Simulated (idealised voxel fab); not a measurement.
process module | voxel capacitor over wiring
cross-section cut | 250 nm wide | cells 5 nm
A cross-section is a grid of square cells, given in bands from the top down. A band is one or more rows of cells.
Each band's line starts with the height of the band's top and of its bottom, in nm. Then come its materials from left to right, each with its width in nm. One material with "throughout" fills the band from edge to edge. "air" is empty space.
Height 0 is the level under which the wafer as received is all one material. The lowest band goes on downwards, as in "0 down".
A width such as "30 to 40" changes by the same amount from each row of cells to the next, from the band's top row to its bottom row.
"no change" after a step means that no cell of the cross-section changed.
closed voids: empty space of 8 cells or more with no open way to the top, each as width x height at its distance from the left edge, in nm
after a step's settings: what the simulator itself notes on the step
overlay nm, on a step with a mask: how far to the right of its planned place the mask lay; to the left if negative
plan
1 op RECEIVE | material Si
2 op CONFORMAL_DEP | material SiO2 | thk nm 10
3 op CONFORMAL_DEP | material SiCN | thk nm 5
4 op DIRECTIONAL_DEP | material lowk | thk nm 20
5 op PATTERN | tone open | mask id METAL_1 | material resist | width nm 30 | pitch nm 100 | thk nm 15 | overlay nm 0
6 op DIRECTIONAL_ETCH | etch materials lowk | depth nm 20
7 op DIRECTIONAL_ETCH | etch materials SiCN | depth nm 5
8 op STRIP | etch materials resist
9 op CONFORMAL_DEP | material TiN | thk nm 5
10 op FILL_DEP | material W | thk nm 5
11 op CMP | height nm 35
12 op CONFORMAL_DEP | material SiCN | thk nm 5
13 op DIRECTIONAL_DEP | material lowk | thk nm 10
14 op PATTERN | tone open | mask id PLUG_1 | material resist | width nm 15 | thk nm 20 | overlay nm 0
15 op DIRECTIONAL_ETCH | etch materials lowk | depth nm 10
16 op DIRECTIONAL_ETCH | etch materials SiCN | depth nm 5
17 op STRIP | etch materials resist
18 op EPI | material Ru | thk nm 10
19 op EPI | material Ru | thk nm 5
20 op DIRECTIONAL_DEP | material TiN | thk nm 5
21 op DIRECTIONAL_DEP | material HfO2 | thk nm 5
22 op DIRECTIONAL_DEP | material TiN | thk nm 10
23 op DIRECTIONAL_DEP | material aC | thk nm 10
24 op PATTERN | tone cover | mask id UPPER_PLATE | material resist | width nm 75 | thk nm 30 | overlay nm 0
25 op DIRECTIONAL_ETCH | etch materials aC | depth nm 10
26 op STRIP | etch materials resist
27 op DIRECTIONAL_ETCH | etch materials TiN | depth nm 10
28 op DIRECTIONAL_ETCH | etch materials HfO2 | depth nm 5
29 op STRIP | etch materials aC
30 op DIRECTIONAL_DEP | material aC | thk nm 15
31 op PATTERN | tone cover | mask id LOWER_PLATE | material resist | width nm 85 | thk nm 30 | overlay nm 0
32 op DIRECTIONAL_ETCH | etch materials aC | depth nm 15
33 op STRIP | etch materials resist
34 op DIRECTIONAL_ETCH | etch materials TiN | depth nm 5
35 op STRIP | etch materials aC
36 op FILL_DEP | material SiO2 | thk nm 15
37 op CMP | height nm 80
38 op DIRECTIONAL_DEP | material aC | thk nm 10
39 op PATTERN | tone open | mask id PLUG_2 | material resist | width nm 15 | thk nm 25 | overlay nm 0
40 op DIRECTIONAL_ETCH | etch materials aC | depth nm 10
41 op STRIP | etch materials resist
42 op DIRECTIONAL_ETCH | etch materials SiO2 | depth nm 10
43 op STRIP | etch materials aC
44 op CONFORMAL_DEP | material TiN | thk nm 5
45 op FILL_DEP | material W | thk nm 5
46 op CMP | height nm 80
47 op CONFORMAL_DEP | material SiCN | thk nm 5
as received, after step 1
  0 down: Si throughout
  closed voids: none
a wafer at the end: this start, this plan, one mistake
  85 to 80: SiCN throughout
  80 to 75: SiO2 85 | TiN 5 | W 5 | TiN 5 | SiO2 150
  75 to 70: SiO2 85 | TiN 15 | SiO2 150
  70 to 60: SiO2 75 | TiN 75 | SiO2 100
  60 to 55: SiO2 75 | HfO2 75 | SiO2 100
  55 to 50: SiO2 70 | TiN 85 | SiO2 95
  50 to 40: lowk 75 | Ru 15 | lowk 160
  40 to 35: SiCN 75 | Ru 15 | SiCN 160
  35 to 15: lowk 70 | TiN 5 | W 20 | TiN 5 | lowk 70 | TiN 5 | W 20 | TiN 5 | lowk 50
  15 to 10: SiCN 70 | TiN 30 | SiCN 70 | TiN 30 | SiCN 50
  10 to 0: SiO2 throughout
  0 down: Si throughout
  closed voids: none
what went wrong: step 5 ran as: op PATTERN | tone open | mask id METAL_1 | material resist | width nm 30 | pitch nm 100 | thk nm 15 | overlay nm 10
